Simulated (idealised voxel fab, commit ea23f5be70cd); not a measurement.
process module | voxel lift off
cross-section cut | 235 nm wide | cells 5 nm
A cross-section is a grid of square cells, given in bands from the top down. A band is one or more rows of cells.
Each band's line starts with the height of the band's top and of its bottom, in nm. Then come its materials from left to right, each with its width in nm. One material with "throughout" fills the band from edge to edge. "air" is empty space.
Height 0 is the level under which the wafer as received is all one material. The lowest band goes on downwards, as in "0 down".
A width such as "30 to 40" changes by the same amount from each row of cells to the next, from the band's top row to its bottom row.
"no change" after a step means that no cell of the cross-section changed.
closed voids: empty space of 8 cells or more with no open way to the top, each as width x height at its distance from the left edge, in nm
after a step's settings: what the simulator itself notes on the step
overlay nm, on a step with a mask: how far to the right of its planned place the mask lay; to the left if negative
plan
1 op RECEIVE | material Si
2 op CONFORMAL_DEP | material SiN | thk nm 15
3 op PATTERN | tone open | mask id LINES | material resist | width nm 15 | pitch nm 30 | thk nm 20 | overlay nm -15
4 op DIRECTIONAL_DEP | material Ru | thk nm 10
5 op STRIP | etch materials resist
6 op CONFORMAL_DEP | material SiCN | thk nm 10
varied across the wafers: overlay nm of step 3. The plan shows the first wafer's value. All wafers start alike
first wafer as received, after step 1
  0 down: Si throughout
  closed voids: none
first wafer at the end, after step 6
  35 to 25: air 55 | SiCN 95 | air 85
  25 to 15: SiCN 65 | Ru 15 | SiCN 15 | Ru 15 | SiCN 15 | Ru 15 | SiCN 95
  15 to 0: SiN throughout
  0 down: Si throughout
  closed voids: none
last wafer at the end
  35 to 25: air 85 | SiCN 95 | air 55
  25 to 15: SiCN 95 | Ru 15 | SiCN 15 | Ru 15 | SiCN 15 | Ru 15 | SiCN 65
  15 to 0: SiN throughout
  0 down: Si throughout
  closed voids: none
each wafer at the end: cells of each material gained (+) or lost (-) since it was received, then its closed voids
overlay nm -15 | +18 Ru | +114 SiCN | +141 SiN | closed voids: none
overlay nm -10 | +18 Ru | +114 SiCN | +141 SiN | closed voids: none
overlay nm -5 | +18 Ru | +114 SiCN | +141 SiN | closed voids: none
overlay nm 0 | +18 Ru | +114 SiCN | +141 SiN | closed voids: none
overlay nm 5 | +18 Ru | +114 SiCN | +141 SiN | closed voids: none
overlay nm 10 | +18 Ru | +114 SiCN | +141 SiN | closed voids: none
overlay nm 15 | +18 Ru | +114 SiCN | +141 SiN | closed voids: none
